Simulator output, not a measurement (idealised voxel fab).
process module | voxel self aligned vias
cross-section cut | 255 nm wide | cells 5 nm
A cross-section is a grid of square cells, given in bands from the top down. A band is one or more rows of cells.
Each band's line starts with the height of the band's top and of its bottom, in nm. Then come its materials from left to right, each with its width in nm. One material with "throughout" fills the band from edge to edge. "air" is empty space.
Height 0 is the level under which the wafer as received is all one material. The lowest band goes on downwards, as in "0 down".
A width such as "30 to 40" changes by the same amount from each row of cells to the next, from the band's top row to its bottom row.
"no change" after a step means that no cell of the cross-section changed.
closed voids: empty space of 8 cells or more with no open way to the top, each as width x height at its distance from the left edge, in nm
after a step's settings: what the simulator itself notes on the step
overlay nm, on a step with a mask: how far to the right of its planned place the mask lay; to the left if negative
plan
1 op RECEIVE | material Si
2 op CONFORMAL_DEP | material SiO2 | thk nm 15
3 op CONFORMAL_DEP | material SiCN | thk nm 5
4 op DIRECTIONAL_DEP | material lowk | thk nm 25
5 op PATTERN | tone open | mask id LINES | material resist | width nm 30 | pitch nm 70 | thk nm 15 | overlay nm 0
6 op DIRECTIONAL_ETCH | etch materials lowk | depth nm 25
7 op STRIP | etch materials resist
8 op CONFORMAL_DEP | material TiN | thk nm 5
9 op FILL_DEP | material W | thk nm 10
10 op CMP | height nm 45
11 op SELECTIVE_ETCH | etch materials W Ru TiN | depth nm 5
12 op FILL_DEP | material SiN | thk nm 5
13 op CMP | height nm 45
14 op DIRECTIONAL_DEP | material lowk | thk nm 15
15 op DIRECTIONAL_DEP | material aC | thk nm 15
16 op PATTERN | tone open | mask id VIAS | material resist | width nm 50 | pitch nm 70 | thk nm 30 | overlay nm 0
17 op DIRECTIONAL_ETCH | etch materials aC | depth nm 15
18 op STRIP | etch materials resist
19 op DIRECTIONAL_ETCH | etch materials lowk | depth nm 15
20 op DIRECTIONAL_ETCH | etch materials SiN | depth nm 5
21 op STRIP | etch materials aC
22 op CONFORMAL_DEP | material TiN | thk nm 5
23 op FILL_DEP | material Cu | thk nm 10
24 op CMP | height nm 60
25 op CONFORMAL_DEP | material SiN | thk nm 5
as received, after step 1
  0 down: Si throughout
  closed voids: none
first wafer at the end, as planned
  65 to 60: SiN throughout
  60 to 50: lowk 65 | TiN 5 | Cu 40 | TiN 5 | lowk 20 | TiN 5 | Cu 40 | TiN 5 | lowk 70
  50 to 45: lowk 65 | TiN 15 | Cu 20 | TiN 15 | lowk 20 | TiN 15 | Cu 20 | TiN 15 | lowk 70
  45 to 40: lowk 75 | TiN 30 | lowk 40 | TiN 30 | lowk 80
  40 to 25: lowk 75 | TiN 5 | W 20 | TiN 5 | lowk 40 | TiN 5 | W 20 | TiN 5 | lowk 80
  25 to 20: lowk 75 | TiN 30 | lowk 40 | TiN 30 | lowk 80
  20 to 15: SiCN throughout
  15 to 0: SiO2 throughout
  0 down: Si throughout
  closed voids: none
second wafer at the end: like start, like plan, one mistake
  65 to 60: SiN throughout
  60 to 50: lowk 65 | TiN 5 | Cu 40 | TiN 5 | lowk 20 | TiN 5 | Cu 40 | TiN 5 | lowk 70
  50 to 45: lowk 65 | TiN 15 | Cu 20 | TiN 15 | lowk 20 | TiN 15 | Cu 20 | TiN 15 | lowk 70
  45 to 35: lowk 75 | TiN 30 | lowk 40 | TiN 30 | lowk 80
  35 to 30: SiCN throughout
  30 to 0: SiO2 throughout
  0 down: Si throughout
  closed voids: none
what went wrong: step 2 was run twice
at the end the second wafer has, in cells: 153 more of SiO2 | 12 fewer of TiN | 24 fewer of W | 117 fewer of lowk
